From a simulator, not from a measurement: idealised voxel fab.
The process module presented herein is designated voxel released beams.
Pictured: cross-section cut, 245 nm wide, on a grid of 5 nm square cells.
Think of the cross-section as a grid of square cells. We describe it in bands, top to bottom, and each band covers one or more rows of those cells.
A band entry consists of two parts. The first gives the height of the band's top and the height of its bottom, in nm. The rest lists the band's materials from left to right, each with its width in nm. A single material labelled with the word "edge to edge" fills the band from edge to edge, and the word "empty" marks empty space.
Beneath 0, the wafer as received is one material, and that level is where height counting begins. The lowest band goes on downward without a bottom; it is written like "0 -> down".
It should be noted that a width expressed as "30 to 40" varies in equal increments from row to row of cells within the band, taking the value of the first number at the top row and that of the second number at the bottom row.
Where a step carries "no alteration", the cross-section came out of it unchanged, cell for cell.
For the entry "Sealed void list", the listed items are empty spaces with no open way to the top whose size is 8 cells or more; each item follows the pattern width x height at distance, where distance is from the left edge and all three are in nm.
Post-settings text on a step line: simulator's own remark regarding the step.
overlay nm: mask right of planned place by this much (step with mask). Neg. = left.

**Planned process steps**
1: RECEIVE (material Si)
2: CONFORMAL_DEP (material Al2O3; thk nm 5)
3: DIRECTIONAL_DEP (material SiO2; thk nm 15)
4: DIRECTIONAL_DEP (material aC; thk nm 10)
5: PATTERN (tone open; mask id ANCHOR; material resist; width nm 25; thk nm 30; overlay nm 0)
6: DIRECTIONAL_ETCH (etch materials aC; depth nm 10)
7: STRIP (etch materials resist)
8: DIRECTIONAL_ETCH (etch materials SiO2; depth nm 15)
9: STRIP (etch materials aC)
10: CONFORMAL_DEP (material polySi; thk nm 10)
11: DIRECTIONAL_DEP (material aC; thk nm 15)
12: PATTERN (tone cover; mask id BEAM; material resist; width nm 80; thk nm 30; overlay nm 0)
13: DIRECTIONAL_ETCH (etch materials aC; depth nm 15)
14: STRIP (etch materials resist)
15: DIRECTIONAL_ETCH (etch materials polySi; depth nm 10)
16: STRIP (etch materials aC)
17: STRIP (etch materials SiO2)

**Cross-section of the wafer upon arrival, representing the state reached after step 1**
    0 -> down  Si edge to edge
    Sealed void list: none

**Cross-sectional view of the first of the two wafers upon completion of the module, processed in accordance with the plan**
    30 -> 20  empty 80 | polySi 15 | empty 5 | polySi 60 | empty 85
    20 -> 15  empty 85 | polySi 10 | empty 5 | polySi 10 | empty 135
    15 -> 5  empty 85 | polySi 25 | empty 135
    5 -> 0  Al2O3 edge to edge
    0 -> down  Si edge to edge
    Sealed void list: none

**second wafer at the end: like start, like plan, one mistake**
    35 -> 25  empty 80 | polySi 80 | empty 85
    25 -> 20  polySi edge to edge
    20 -> 5  SiO2 85 | polySi 25 | SiO2 135
    5 -> 0  Al2O3 edge to edge
    0 -> down  Si edge to edge
    Sealed void list: none
Which mistake was made when the wafer was run? step 10 changed vs plan, executed as CONFORMAL_DEP (material polySi; thk nm 15)
End of process, cell counts, second wafer against first, materials with more or fewer: SiO2 +132; polySi +52
